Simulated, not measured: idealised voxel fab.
process module | voxel transistor to metal
FYI the section here is cut, 185 nm wide, cells are 5 nm squares.
In this document a cross-section is written as a grid of square cells. It is given as a series of bands, listed from the top down, and a band is one or more rows of cells. A band entry consists of two parts. The first gives the height of the band's top and the height of its bottom, in nm. The rest lists the band's materials from left to right, each with its width in nm. A single material labelled with the word "throughout" fills the band from edge to edge, and the word "blank" marks empty space. Heights from 0 (as-received wafer is one material below). Bottom band endless downward, as "from 0 down". It should be noted that a width expressed as "30 to 40" varies in equal increments from row to row of cells within the band, taking the value of the first number at the top row and that of the second number at the bottom row. "no alteration" for a step: no cell of the cross-section changed in that step. "Closed void catalog" specifies each empty space that is not open to the top and that occupies no fewer than 8 cells, using the form width x height at distance, the distance measured from the left edge and all three quantities in nm. Post-settings text on a step line: simulator's own remark regarding the step. overlay nm: how far to the right of its planned place the mask lay on this masked step (negative: to the left).

Planned process steps:
1 RECEIVE, material Si
2 CONFORMAL_DEP, material SiO2, thk nm 5
3 CONFORMAL_DEP, material SiN, thk nm 10
4 PATTERN, tone cover, mask id ACTIVE, material resist, width nm 115, thk nm 15, overlay nm 0
5 DIRECTIONAL_ETCH, etch materials SiN, depth nm 10
6 DIRECTIONAL_ETCH, etch materials SiO2, depth nm 5
7 DIRECTIONAL_ETCH, etch materials Si, depth nm 20
8 STRIP, etch materials resist
9 FILL_DEP, material SiO2, thk nm 15
10 CMP, height nm 15
11 SELECTIVE_ETCH, etch materials SiO2, depth nm 10
12 STRIP, etch materials SiN
13 SELECTIVE_ETCH, etch materials SiO2, depth nm 5
14 OXIDIZE, depth nm 5
15 DIRECTIONAL_DEP, material polySi, thk nm 30
16 DIRECTIONAL_DEP, material SiCN, thk nm 15
17 MASKED_ETCH, tone cover, mask id GATE, width nm 25, etch materials SiCN, depth nm 25, overlay nm 0
18 MASKED_ETCH, tone cover, mask id GATE, width nm 25, etch materials polySi, depth nm 40, overlay nm 0
19 CONFORMAL_DEP, material SiO2, thk nm 5
20 DIRECTIONAL_ETCH, etch materials SiO2, depth nm 5
21 CONFORMAL_DEP, material SiN, thk nm 10
22 DIRECTIONAL_ETCH, etch materials SiN, depth nm 10
23 DIRECTIONAL_ETCH, etch materials SiO2, depth nm 5
24 DIRECTIONAL_ETCH, etch materials Si, depth nm 15
25 EPI, material pSi, thk nm 15
26 FILL_DEP, material SiO2, thk nm 5
27 CMP, height nm 30
28 STRIP, etch materials polySi
29 SELECTIVE_ETCH, etch materials SiO2, depth nm 5
30 CONFORMAL_DEP, material HfO2, thk nm 5
31 CONFORMAL_DEP, material TiN, thk nm 5
32 FILL_DEP, material W, thk nm 5
33 CMP, height nm 25
34 DIRECTIONAL_DEP, material SiO2, thk nm 10
35 MASKED_ETCH, tone open, mask id CONTACT, width nm 15, pitch nm 80, etch materials SiO2, depth nm 40, overlay nm 0
36 CONFORMAL_DEP, material TiN, thk nm 5
37 FILL_DEP, material Ru, thk nm 10
38 CMP, height nm 35
39 CONFORMAL_DEP, material SiCN, thk nm 5
40 DIRECTIONAL_DEP, material SiO2, thk nm 15
41 PATTERN, tone open, mask id METAL_1, material resist, width nm 15, pitch nm 80, thk nm 20, overlay nm 0
42 DIRECTIONAL_ETCH, etch materials SiO2, depth nm 15
43 DIRECTIONAL_ETCH, etch materials SiCN, depth nm 5
44 STRIP, etch materials resist
45 CONFORMAL_DEP, material TiN, thk nm 5
46 FILL_DEP, material Cu, thk nm 5
47 CMP, height nm 55
48 CONFORMAL_DEP, material SiN, thk nm 5

Account of the first of two wafers, which was processed as intended:

Cross-section of the incoming wafer, state after step 1:
from 0 down = Si throughout
Closed void catalog: none

Take a look at the wafer's cross-section after step 2:
from 5 to 0 = SiO2 throughout
Below 0, no change.

Take a look at the wafer's cross-section after step 3:
from 15 to 5 = SiN throughout
Below 5, no change.

Take a look at the wafer's cross-section after step 4:
from 30 to 15 = blank 35  resist 115  blank 35
Below 15, no change.

Take a look at the wafer's cross-section after step 5:
from 30 to 15 = blank 35  resist 115  blank 35
from 15 to 5 = blank 35  SiN 115  blank 35
Below 5, no change.

Take a look at the wafer's cross-section after step 6:
from 30 to 15 = blank 35  resist 115  blank 35
from 15 to 5 = blank 35  SiN 115  blank 35
from 5 to 0 = blank 35  SiO2 115  blank 35
Below 0, no change.

Take a look at the wafer's cross-section after step 7:
from 30 to 15 = blank 35  resist 115  blank 35
from 15 to 5 = blank 35  SiN 115  blank 35
from 5 to 0 = blank 35  SiO2 115  blank 35
from 0 to -20 = blank 35  Si 115  blank 35
Below -20, no change.

Take a look at the wafer's cross-section after step 8:
from 15 to 5 = blank 35  SiN 115  blank 35
Below 5, no change.

Take a look at the wafer's cross-section after step 9:
from 30 to 15 = SiO2 throughout
from 15 to 5 = SiO2 35  SiN 115  SiO2 35
from 5 to 0 = SiO2 throughout
from 0 to -20 = SiO2 35  Si 115  SiO2 35
Below -20, no change.

Take a look at the wafer's cross-section after step 10:
from 15 to 5 = SiO2 35  SiN 115  SiO2 35
Below 5, no change.

Take a look at the wafer's cross-section after step 11:
from 15 to 5 = blank 35  SiN 115  blank 35
Below 5, no change.

Take a look at the wafer's cross-section after step 12:
from 5 to 0 = SiO2 throughout
Below 0, no change.

Take a look at the wafer's cross-section after step 13:
from 0 to -20 = SiO2 35  Si 115  SiO2 35
Below -20, no change.

Take a look at the wafer's cross-section after step 14:
from 0 to -5 = SiO2 throughout
Below -5, no change.

Take a look at the wafer's cross-section after step 15:
from 30 to 0 = polySi throughout
Below 0, no change.

Take a look at the wafer's cross-section after step 16:
from 45 to 30 = SiCN throughout
Below 30, no change.

Take a look at the wafer's cross-section after step 17:
from 45 to 30 = blank 80  SiCN 25  blank 80
Below 30, no change.

Take a look at the wafer's cross-section after step 18:
from 45 to 30 = blank 80  SiCN 25  blank 80
from 30 to 0 = blank 80  polySi 25  blank 80
Below 0, no change.

Take a look at the wafer's cross-section after step 19:
from 50 to 45 = blank 75  SiO2 35  blank 75
from 45 to 30 = blank 75  SiO2 5  SiCN 25  SiO2 5  blank 75
from 30 to 5 = blank 75  SiO2 5  polySi 25  SiO2 5  blank 75
from 5 to 0 = SiO2 80  polySi 25  SiO2 80
Below 0, no change.

Take a look at the wafer's cross-section after step 20:
from 45 to 30 = blank 75  SiO2 5  SiCN 25  SiO2 5  blank 75
from 30 to 0 = blank 75  SiO2 5  polySi 25  SiO2 5  blank 75
Below 0, no change.

Take a look at the wafer's cross-section after step 21:
from 55 to 45 = blank 65  SiN 55  blank 65
from 45 to 30 = blank 65  SiN 10  SiO2 5  SiCN 25  SiO2 5  SiN 10  blank 65
from 30 to 10 = blank 65  SiN 10  SiO2 5  polySi 25  SiO2 5  SiN 10  blank 65
from 10 to 0 = SiN 75  SiO2 5  polySi 25  SiO2 5  SiN 75
Below 0, no change.

Take a look at the wafer's cross-section after step 22:
from 45 to 30 = blank 65  SiN 10  SiO2 5  SiCN 25  SiO2 5  SiN 10  blank 65
from 30 to 0 = blank 65  SiN 10  SiO2 5  polySi 25  SiO2 5  SiN 10  blank 65
Below 0, no change.

Take a look at the wafer's cross-section after step 23:
from 45 to 40 = blank 65  SiN 10  blank 5  SiCN 25  blank 5  SiN 10  blank 65
from 40 to 30 = blank 65  SiN 10  SiO2 5  SiCN 25  SiO2 5  SiN 10  blank 65
from 30 to 0 = blank 65  SiN 10  SiO2 5  polySi 25  SiO2 5  SiN 10  blank 65
from 0 to -5 = blank 65  SiO2 55  blank 65
Below -5, no change.

Take a look at the wafer's cross-section after step 24:
from 45 to 40 = blank 65  SiN 10  blank 5  SiCN 25  blank 5  SiN 10  blank 65
from 40 to 30 = blank 65  SiN 10  SiO2 5  SiCN 25  SiO2 5  SiN 10  blank 65
from 30 to 0 = blank 65  SiN 10  SiO2 5  polySi 25  SiO2 5  SiN 10  blank 65
from 0 to -5 = blank 65  SiO2 55  blank 65
from -5 to -20 = SiO2 35  blank 30  Si 55  blank 30  SiO2 35
Below -20, no change.

Take a look at the wafer's cross-section after step 25:
from 45 to 40 = blank 65  SiN 10  blank 5  SiCN 25  blank 5  SiN 10  blank 65
from 40 to 30 = blank 65  SiN 10  SiO2 5  SiCN 25  SiO2 5  SiN 10  blank 65
from 30 to 10 = blank 65  SiN 10  SiO2 5  polySi 25  SiO2 5  SiN 10  blank 65
from 10 to 0 = blank 50  pSi 15  SiN 10  SiO2 5  polySi 25  SiO2 5  SiN 10  pSi 15  blank 50
from 0 to -5 = blank 50  pSi 15  SiO2 55  pSi 15  blank 50
from -5 to -20 = SiO2 35  pSi 30  Si 55  pSi 30  SiO2 35
Below -20, no change.

Take a look at the wafer's cross-section after step 26:
from 50 to 45 = SiO2 throughout
from 45 to 30 = SiO2 65  SiN 10  SiO2 5  SiCN 25  SiO2 5  SiN 10  SiO2 65
from 30 to 10 = SiO2 65  SiN 10  SiO2 5  polySi 25  SiO2 5  SiN 10  SiO2 65
from 10 to 0 = SiO2 50  pSi 15  SiN 10  SiO2 5  polySi 25  SiO2 5  SiN 10  pSi 15  SiO2 50
from 0 to -5 = SiO2 50  pSi 15  SiO2 55  pSi 15  SiO2 50
Below -5, no change.

Take a look at the wafer's cross-section after step 27:
from 30 to 10 = SiO2 65  SiN 10  SiO2 5  polySi 25  SiO2 5  SiN 10  SiO2 65
Below 10, no change.

Take a look at the wafer's cross-section after step 28:
from 30 to 10 = SiO2 65  SiN 10  SiO2 5  blank 25  SiO2 5  SiN 10  SiO2 65
from 10 to 0 = SiO2 50  pSi 15  SiN 10  SiO2 5  blank 25  SiO2 5  SiN 10  pSi 15  SiO2 50
Below 0, no change.

Take a look at the wafer's cross-section after step 29:
from 30 to 25 = blank 65  SiN 10  blank 35  SiN 10  blank 65
from 25 to 10 = SiO2 65  SiN 10  blank 35  SiN 10  SiO2 65
from 10 to 0 = SiO2 50  pSi 15  SiN 10  blank 35  SiN 10  pSi 15  SiO2 50
from 0 to -5 = SiO2 50  pSi 15  SiO2 10  blank 35  SiO2 10  pSi 15  SiO2 50
Below -5, no change.

Take a look at the wafer's cross-section after step 30:
from 35 to 30 = blank 60  HfO2 20  blank 25  HfO2 20  blank 60
from 30 to 25 = HfO2 65  SiN 10  HfO2 5  blank 25  HfO2 5  SiN 10  HfO2 65
from 25 to 10 = SiO2 65  SiN 10  HfO2 5  blank 25  HfO2 5  SiN 10  SiO2 65
from 10 to 0 = SiO2 50  pSi 15  SiN 10  HfO2 5  blank 25  HfO2 5  SiN 10  pSi 15  SiO2 50
from 0 to -5 = SiO2 50  pSi 15  SiO2 10  HfO2 35  SiO2 10  pSi 15  SiO2 50
Below -5, no change.

Take a look at the wafer's cross-section after step 31:
from 40 to 35 = blank 55  TiN 30  blank 15  TiN 30  blank 55
from 35 to 30 = TiN 60  HfO2 20  TiN 5  blank 15  TiN 5  HfO2 20  TiN 60
from 30 to 25 = HfO2 65  SiN 10  HfO2 5  TiN 5  blank 15  TiN 5  HfO2 5  SiN 10  HfO2 65
from 25 to 10 = SiO2 65  SiN 10  HfO2 5  TiN 5  blank 15  TiN 5  HfO2 5  SiN 10  SiO2 65
from 10 to 5 = SiO2 50  pSi 15  SiN 10  HfO2 5  TiN 5  blank 15  TiN 5  HfO2 5  SiN 10  pSi 15  SiO2 50
from 5 to 0 = SiO2 50  pSi 15  SiN 10  HfO2 5  TiN 25  HfO2 5  SiN 10  pSi 15  SiO2 50
Below 0, no change.

Take a look at the wafer's cross-section after step 32:
from 45 to 40 = W throughout
from 40 to 35 = W 55  TiN 30  W 15  TiN 30  W 55
from 35 to 30 = TiN 60  HfO2 20  TiN 5  W 15  TiN 5  HfO2 20  TiN 60
from 30 to 25 = HfO2 65  SiN 10  HfO2 5  TiN 5  W 15  TiN 5  HfO2 5  SiN 10  HfO2 65
from 25 to 10 = SiO2 65  SiN 10  HfO2 5  TiN 5  W 15  TiN 5  HfO2 5  SiN 10  SiO2 65
from 10 to 5 = SiO2 50  pSi 15  SiN 10  HfO2 5  TiN 5  W 15  TiN 5  HfO2 5  SiN 10  pSi 15  SiO2 50
Below 5, no change.

Take a look at the wafer's cross-section after step 33:
from 25 to 10 = SiO2 65  SiN 10  HfO2 5  TiN 5  W 15  TiN 5  HfO2 5  SiN 10  SiO2 65
Below 10, no change.

Take a look at the wafer's cross-section after step 34:
from 35 to 25 = SiO2 throughout
Below 25, no change.

Take a look at the wafer's cross-section after step 35:
from 35 to 25 = SiO2 45  blank 15  SiO2 65  blank 15  SiO2 45
from 25 to 10 = SiO2 45  blank 15  SiO2 5  SiN 10  HfO2 5  TiN 5  W 15  TiN 5  HfO2 5  SiN 10  SiO2 5  blank 15  SiO2 45
from 10 to 5 = SiO2 45  blank 5  pSi 15  SiN 10  HfO2 5  TiN 5  W 15  TiN 5  HfO2 5  SiN 10  pSi 15  blank 5  SiO2 45
from 5 to 0 = SiO2 45  blank 5  pSi 15  SiN 10  HfO2 5  TiN 25  HfO2 5  SiN 10  pSi 15  blank 5  SiO2 45
from 0 to -5 = SiO2 45  blank 5  pSi 15  SiO2 10  HfO2 35  SiO2 10  pSi 15  blank 5  SiO2 45
Below -5, no change.

Take a look at the wafer's cross-section after step 36:
from 40 to 35 = TiN 50  blank 5  TiN 75  blank 5  TiN 50
from 35 to 25 = SiO2 45  TiN 5  blank 5  TiN 5  SiO2 65  TiN 5  blank 5  TiN 5  SiO2 45
from 25 to 15 = SiO2 45  TiN 5  blank 5  TiN 5  SiO2 5  SiN 10  HfO2 5  TiN 5  W 15  TiN 5  HfO2 5  SiN 10  SiO2 5  TiN 5  blank 5  TiN 5  SiO2 45
from 15 to 10 = SiO2 45  TiN 15  SiO2 5  SiN 10  HfO2 5  TiN 5  W 15  TiN 5  HfO2 5  SiN 10  SiO2 5  TiN 15  SiO2 45
from 10 to 5 = SiO2 45  TiN 5  pSi 15  SiN 10  HfO2 5  TiN 5  W 15  TiN 5  HfO2 5  SiN 10  pSi 15  TiN 5  SiO2 45
from 5 to 0 = SiO2 45  TiN 5  pSi 15  SiN 10  HfO2 5  TiN 25  HfO2 5  SiN 10  pSi 15  TiN 5  SiO2 45
from 0 to -5 = SiO2 45  TiN 5  pSi 15  SiO2 10  HfO2 35  SiO2 10  pSi 15  TiN 5  SiO2 45
Below -5, no change.

Take a look at the wafer's cross-section after step 37:
from 50 to 40 = Ru throughout
from 40 to 35 = TiN 50  Ru 5  TiN 75  Ru 5  TiN 50
from 35 to 25 = SiO2 45  TiN 5  Ru 5  TiN 5  SiO2 65  TiN 5  Ru 5  TiN 5  SiO2 45
from 25 to 15 = SiO2 45  TiN 5  Ru 5  TiN 5  SiO2 5  SiN 10  HfO2 5  TiN 5  W 15  TiN 5  HfO2 5  SiN 10  SiO2 5  TiN 5  Ru 5  TiN 5  SiO2 45
Below 15, no change.

Take a look at the wafer's cross-section after step 38:
from 35 to 25 = SiO2 45  TiN 5  Ru 5  TiN 5  SiO2 65  TiN 5  Ru 5  TiN 5  SiO2 45
Below 25, no change.

Take a look at the wafer's cross-section after step 39:
from 40 to 35 = SiCN throughout
Below 35, no change.

Take a look at the wafer's cross-section after step 40:
from 55 to 40 = SiO2 throughout
Below 40, no change.

Take a look at the wafer's cross-section after step 41:
from 75 to 55 = resist 45  blank 15  resist 65  blank 15  resist 45
Below 55, no change.

Take a look at the wafer's cross-section after step 42:
from 75 to 55 = resist 45  blank 15  resist 65  blank 15  resist 45
from 55 to 40 = SiO2 45  blank 15  SiO2 65  blank 15  SiO2 45
Below 40, no change.

Take a look at the wafer's cross-section after step 43:
from 75 to 55 = resist 45  blank 15  resist 65  blank 15  resist 45
from 55 to 40 = SiO2 45  blank 15  SiO2 65  blank 15  SiO2 45
from 40 to 35 = SiCN 45  blank 15  SiCN 65  blank 15  SiCN 45
Below 35, no change.

Take a look at the wafer's cross-section after step 44:
from 55 to 40 = SiO2 45  blank 15  SiO2 65  blank 15  SiO2 45
Below 40, no change.

Take a look at the wafer's cross-section after step 45:
from 60 to 55 = TiN 50  blank 5  TiN 75  blank 5  TiN 50
from 55 to 40 = SiO2 45  TiN 5  blank 5  TiN 5  SiO2 65  TiN 5  blank 5  TiN 5  SiO2 45
from 40 to 35 = SiCN 45  TiN 15  SiCN 65  TiN 15  SiCN 45
Below 35, no change.

Take a look at the wafer's cross-section after step 46:
from 65 to 60 = Cu throughout
from 60 to 55 = TiN 50  Cu 5  TiN 75  Cu 5  TiN 50
from 55 to 40 = SiO2 45  TiN 5  Cu 5  TiN 5  SiO2 65  TiN 5  Cu 5  TiN 5  SiO2 45
Below 40, no change.

Take a look at the wafer's cross-section after step 47:
from 55 to 40 = SiO2 45  TiN 5  Cu 5  TiN 5  SiO2 65  TiN 5  Cu 5  TiN 5  SiO2 45
Below 40, no change.

Take a look at the wafer's cross-section after step 48:
from 60 to 55 = SiN throughout
Below 55, no change.

Wafer two: like wafer one in start and plan, but with one mistake in execution; identical up to and including step 3:

The second wafer in cross-section, at the planned close of step 4:
from 30 to 15 = resist 35  blank 115  resist 35
Below 15, no change.

The second wafer in cross-section, at the planned close of step 5:
from 30 to 15 = resist 35  blank 115  resist 35
from 15 to 5 = SiN 35  blank 115  SiN 35
Below 5, no change.

The second wafer in cross-section, at the planned close of step 6:
from 30 to 15 = resist 35  blank 115  resist 35
from 15 to 5 = SiN 35  blank 115  SiN 35
from 5 to 0 = SiO2 35  blank 115  SiO2 35
Below 0, no change.

The second wafer in cross-section, at the planned close of step 7:
from 30 to 15 = resist 35  blank 115  resist 35
from 15 to 5 = SiN 35  blank 115  SiN 35
from 5 to 0 = SiO2 35  blank 115  SiO2 35
from 0 to -20 = Si 35  blank 115  Si 35
Below -20, no change.

The second wafer in cross-section, at the planned close of step 8:
from 15 to 5 = SiN 35  blank 115  SiN 35
Below 5, no change.

The second wafer in cross-section, at the planned close of step 9:
from 30 to 15 = SiO2 throughout
from 15 to 5 = SiN 35  SiO2 115  SiN 35
from 5 to 0 = SiO2 throughout
from 0 to -20 = Si 35  SiO2 115  Si 35
Below -20, no change.

The second wafer in cross-section, at the planned close of step 10:
from 15 to 5 = SiN 35  SiO2 115  SiN 35
Below 5, no change.

The second wafer in cross-section, at the planned close of step 11:
from 15 to 5 = SiN 35  blank 115  SiN 35
Below 5, no change.

The second wafer in cross-section, at the planned close of step 12:
from 5 to 0 = SiO2 throughout
Below 0, no change.

The second wafer in cross-section, at the planned close of step 13:
from 0 to -20 = Si 35  SiO2 115  Si 35
Below -20, no change.

The second wafer in cross-section, at the planned close of step 14:
from 0 to -5 = SiO2 throughout
Below -5, no change.

The second wafer in cross-section, at the planned close of step 15:
from 30 to 0 = polySi throughout
Below 0, no change.

The second wafer in cross-section, at the planned close of step 16:
from 45 to 30 = SiCN throughout
Below 30, no change.

The second wafer in cross-section, at the planned close of step 17:
from 45 to 30 = blank 80  SiCN 25  blank 80
Below 30, no change.

The second wafer in cross-section, at the planned close of step 18:
from 45 to 30 = blank 80  SiCN 25  blank 80
from 30 to 0 = blank 80  polySi 25  blank 80
Below 0, no change.

The second wafer in cross-section, at the planned close of step 19:
from 50 to 45 = blank 75  SiO2 35  blank 75
from 45 to 30 = blank 75  SiO2 5  SiCN 25  SiO2 5  blank 75
from 30 to 5 = blank 75  SiO2 5  polySi 25  SiO2 5  blank 75
from 5 to 0 = SiO2 80  polySi 25  SiO2 80
Below 0, no change.

The second wafer in cross-section, at the planned close of step 20:
from 45 to 30 = blank 75  SiO2 5  SiCN 25  SiO2 5  blank 75
from 30 to 0 = blank 75  SiO2 5  polySi 25  SiO2 5  blank 75
Below 0, no change.

The second wafer in cross-section, at the planned close of step 21:
from 55 to 45 = blank 65  SiN 55  blank 65
from 45 to 30 = blank 65  SiN 10  SiO2 5  SiCN 25  SiO2 5  SiN 10  blank 65
from 30 to 10 = blank 65  SiN 10  SiO2 5  polySi 25  SiO2 5  SiN 10  blank 65
from 10 to 0 = SiN 75  SiO2 5  polySi 25  SiO2 5  SiN 75
Below 0, no change.

The second wafer in cross-section, at the planned close of step 22:
from 45 to 30 = blank 65  SiN 10  SiO2 5  SiCN 25  SiO2 5  SiN 10  blank 65
from 30 to 0 = blank 65  SiN 10  SiO2 5  polySi 25  SiO2 5  SiN 10  blank 65
Below 0, no change.

The second wafer in cross-section, at the planned close of step 23:
from 45 to 40 = blank 65  SiN 10  blank 5  SiCN 25  blank 5  SiN 10  blank 65
from 40 to 30 = blank 65  SiN 10  SiO2 5  SiCN 25  SiO2 5  SiN 10  blank 65
from 30 to 0 = blank 65  SiN 10  SiO2 5  polySi 25  SiO2 5  SiN 10  blank 65
from 0 to -5 = blank 65  SiO2 55  blank 65
Below -5, no change.

The second wafer in cross-section, at the planned close of step 24:
from 45 to 40 = blank 65  SiN 10  blank 5  SiCN 25  blank 5  SiN 10  blank 65
from 40 to 30 = blank 65  SiN 10  SiO2 5  SiCN 25  SiO2 5  SiN 10  blank 65
from 30 to 0 = blank 65  SiN 10  SiO2 5  polySi 25  SiO2 5  SiN 10  blank 65
from 0 to -5 = blank 65  SiO2 55  blank 65
from -5 to -20 = blank 35  SiO2 115  blank 35
Below -20, no change.

The second wafer in cross-section, at the planned close of step 25:
from 45 to 40 = blank 65  SiN 10  blank 5  SiCN 25  blank 5  SiN 10  blank 65
from 40 to 30 = blank 65  SiN 10  SiO2 5  SiCN 25  SiO2 5  SiN 10  blank 65
from 30 to 0 = blank 65  SiN 10  SiO2 5  polySi 25  SiO2 5  SiN 10  blank 65
from 0 to -5 = blank 65  SiO2 55  blank 65
from -5 to -20 = pSi 35  SiO2 115  pSi 35
Below -20, no change.

The second wafer in cross-section, at the planned close of step 26:
from 50 to 45 = SiO2 throughout
from 45 to 30 = SiO2 65  SiN 10  SiO2 5  SiCN 25  SiO2 5  SiN 10  SiO2 65
from 30 to 0 = SiO2 65  SiN 10  SiO2 5  polySi 25  SiO2 5  SiN 10  SiO2 65
from 0 to -5 = SiO2 throughout
Below -5, no change.

The second wafer in cross-section, at the planned close of step 27:
from 30 to 0 = SiO2 65  SiN 10  SiO2 5  polySi 25  SiO2 5  SiN 10  SiO2 65
Below 0, no change.

The second wafer in cross-section, at the planned close of step 28:
from 30 to 0 = SiO2 65  SiN 10  SiO2 5  blank 25  SiO2 5  SiN 10  SiO2 65
Below 0, no change.

The second wafer in cross-section, at the planned close of step 29:
from 30 to 25 = blank 65  SiN 10  blank 35  SiN 10  blank 65
from 25 to 0 = SiO2 65  SiN 10  blank 35  SiN 10  SiO2 65
from 0 to -5 = SiO2 75  blank 35  SiO2 75
Below -5, no change.

The second wafer in cross-section, at the planned close of step 30:
from 35 to 30 = blank 60  HfO2 20  blank 25  HfO2 20  blank 60
from 30 to 25 = HfO2 65  SiN 10  HfO2 5  blank 25  HfO2 5  SiN 10  HfO2 65
from 25 to 0 = SiO2 65  SiN 10  HfO2 5  blank 25  HfO2 5  SiN 10  SiO2 65
from 0 to -5 = SiO2 75  HfO2 35  SiO2 75
Below -5, no change.

The second wafer in cross-section, at the planned close of step 31:
from 40 to 35 = blank 55  TiN 30  blank 15  TiN 30  blank 55
from 35 to 30 = TiN 60  HfO2 20  TiN 5  blank 15  TiN 5  HfO2 20  TiN 60
from 30 to 25 = HfO2 65  SiN 10  HfO2 5  TiN 5  blank 15  TiN 5  HfO2 5  SiN 10  HfO2 65
from 25 to 5 = SiO2 65  SiN 10  HfO2 5  TiN 5  blank 15  TiN 5  HfO2 5  SiN 10  SiO2 65
from 5 to 0 = SiO2 65  SiN 10  HfO2 5  TiN 25  HfO2 5  SiN 10  SiO2 65
Below 0, no change.

The second wafer in cross-section, at the planned close of step 32:
from 45 to 40 = W throughout
from 40 to 35 = W 55  TiN 30  W 15  TiN 30  W 55
from 35 to 30 = TiN 60  HfO2 20  TiN 5  W 15  TiN 5  HfO2 20  TiN 60
from 30 to 25 = HfO2 65  SiN 10  HfO2 5  TiN 5  W 15  TiN 5  HfO2 5  SiN 10  HfO2 65
from 25 to 5 = SiO2 65  SiN 10  HfO2 5  TiN 5  W 15  TiN 5  HfO2 5  SiN 10  SiO2 65
Below 5, no change.

The second wafer in cross-section, at the planned close of step 33:
from 25 to 5 = SiO2 65  SiN 10  HfO2 5  TiN 5  W 15  TiN 5  HfO2 5  SiN 10  SiO2 65
Below 5, no change.

The second wafer in cross-section, at the planned close of step 34:
from 35 to 25 = SiO2 throughout
Below 25, no change.

The second wafer in cross-section, at the planned close of step 35:
from 35 to 25 = SiO2 45  blank 15  SiO2 65  blank 15  SiO2 45
from 25 to 5 = SiO2 45  blank 15  SiO2 5  SiN 10  HfO2 5  TiN 5  W 15  TiN 5  HfO2 5  SiN 10  SiO2 5  blank 15  SiO2 45
from 5 to 0 = SiO2 45  blank 15  SiO2 5  SiN 10  HfO2 5  TiN 25  HfO2 5  SiN 10  SiO2 5  blank 15  SiO2 45
from 0 to -5 = SiO2 45  blank 15  SiO2 15  HfO2 35  SiO2 15  blank 15  SiO2 45
Below -5, no change.

The second wafer in cross-section, at the planned close of step 36:
from 40 to 35 = TiN 50  blank 5  TiN 75  blank 5  TiN 50
from 35 to 25 = SiO2 45  TiN 5  blank 5  TiN 5  SiO2 65  TiN 5  blank 5  TiN 5  SiO2 45
from 25 to 5 = SiO2 45  TiN 5  blank 5  TiN 5  SiO2 5  SiN 10  HfO2 5  TiN 5  W 15  TiN 5  HfO2 5  SiN 10  SiO2 5  TiN 5  blank 5  TiN 5  SiO2 45
from 5 to 0 = SiO2 45  TiN 5  blank 5  TiN 5  SiO2 5  SiN 10  HfO2 5  TiN 25  HfO2 5  SiN 10  SiO2 5  TiN 5  blank 5  TiN 5  SiO2 45
from 0 to -5 = SiO2 45  TiN 15  SiO2 15  HfO2 35  SiO2 15  TiN 15  SiO2 45
Below -5, no change.

The second wafer in cross-section, at the planned close of step 37:
from 50 to 40 = Ru throughout
from 40 to 35 = TiN 50  Ru 5  TiN 75  Ru 5  TiN 50
from 35 to 25 = SiO2 45  TiN 5  Ru 5  TiN 5  SiO2 65  TiN 5  Ru 5  TiN 5  SiO2 45
from 25 to 5 = SiO2 45  TiN 5  Ru 5  TiN 5  SiO2 5  SiN 10  HfO2 5  TiN 5  W 15  TiN 5  HfO2 5  SiN 10  SiO2 5  TiN 5  Ru 5  TiN 5  SiO2 45
from 5 to 0 = SiO2 45  TiN 5  Ru 5  TiN 5  SiO2 5  SiN 10  HfO2 5  TiN 25  HfO2 5  SiN 10  SiO2 5  TiN 5  Ru 5  TiN 5  SiO2 45
Below 0, no change.

The second wafer in cross-section, at the planned close of step 38:
from 35 to 25 = SiO2 45  TiN 5  Ru 5  TiN 5  SiO2 65  TiN 5  Ru 5  TiN 5  SiO2 45
Below 25, no change.

The second wafer in cross-section, at the planned close of step 39:
from 40 to 35 = SiCN throughout
Below 35, no change.

The second wafer in cross-section, at the planned close of step 40:
from 55 to 40 = SiO2 throughout
Below 40, no change.

The second wafer in cross-section, at the planned close of step 41:
from 75 to 55 = resist 45  blank 15  resist 65  blank 15  resist 45
Below 55, no change.

The second wafer in cross-section, at the planned close of step 42:
from 75 to 55 = resist 45  blank 15  resist 65  blank 15  resist 45
from 55 to 40 = SiO2 45  blank 15  SiO2 65  blank 15  SiO2 45
Below 40, no change.

The second wafer in cross-section, at the planned close of step 43:
from 75 to 55 = resist 45  blank 15  resist 65  blank 15  resist 45
from 55 to 40 = SiO2 45  blank 15  SiO2 65  blank 15  SiO2 45
from 40 to 35 = SiCN 45  blank 15  SiCN 65  blank 15  SiCN 45
Below 35, no change.

The second wafer in cross-section, at the planned close of step 44:
from 55 to 40 = SiO2 45  blank 15  SiO2 65  blank 15  SiO2 45
Below 40, no change.

The second wafer in cross-section, at the planned close of step 45:
from 60 to 55 = TiN 50  blank 5  TiN 75  blank 5  TiN 50
from 55 to 40 = SiO2 45  TiN 5  blank 5  TiN 5  SiO2 65  TiN 5  blank 5  TiN 5  SiO2 45
from 40 to 35 = SiCN 45  TiN 15  SiCN 65  TiN 15  SiCN 45
Below 35, no change.

The second wafer in cross-section, at the planned close of step 46:
from 65 to 60 = Cu throughout
from 60 to 55 = TiN 50  Cu 5  TiN 75  Cu 5  TiN 50
from 55 to 40 = SiO2 45  TiN 5  Cu 5  TiN 5  SiO2 65  TiN 5  Cu 5  TiN 5  SiO2 45
Below 40, no change.

The second wafer in cross-section, at the planned close of step 47:
from 55 to 40 = SiO2 45  TiN 5  Cu 5  TiN 5  SiO2 65  TiN 5  Cu 5  TiN 5  SiO2 45
Below 40, no change.

The second wafer in cross-section, at the planned close of step 48:
from 60 to 55 = SiN throughout
Below 55, no change.
What was done differently from what was planned? step 4 did not happen as planned, as run it was PATTERN, tone open, mask id ACTIVE, material resist, width nm 115, thk nm 15, overlay nm 0
The final cell counts differ between the wafers, with the second having more or fewer of some materials than the first: +6 Ru | -33 Si | +33 SiO2 | +6 TiN | -12 pSi
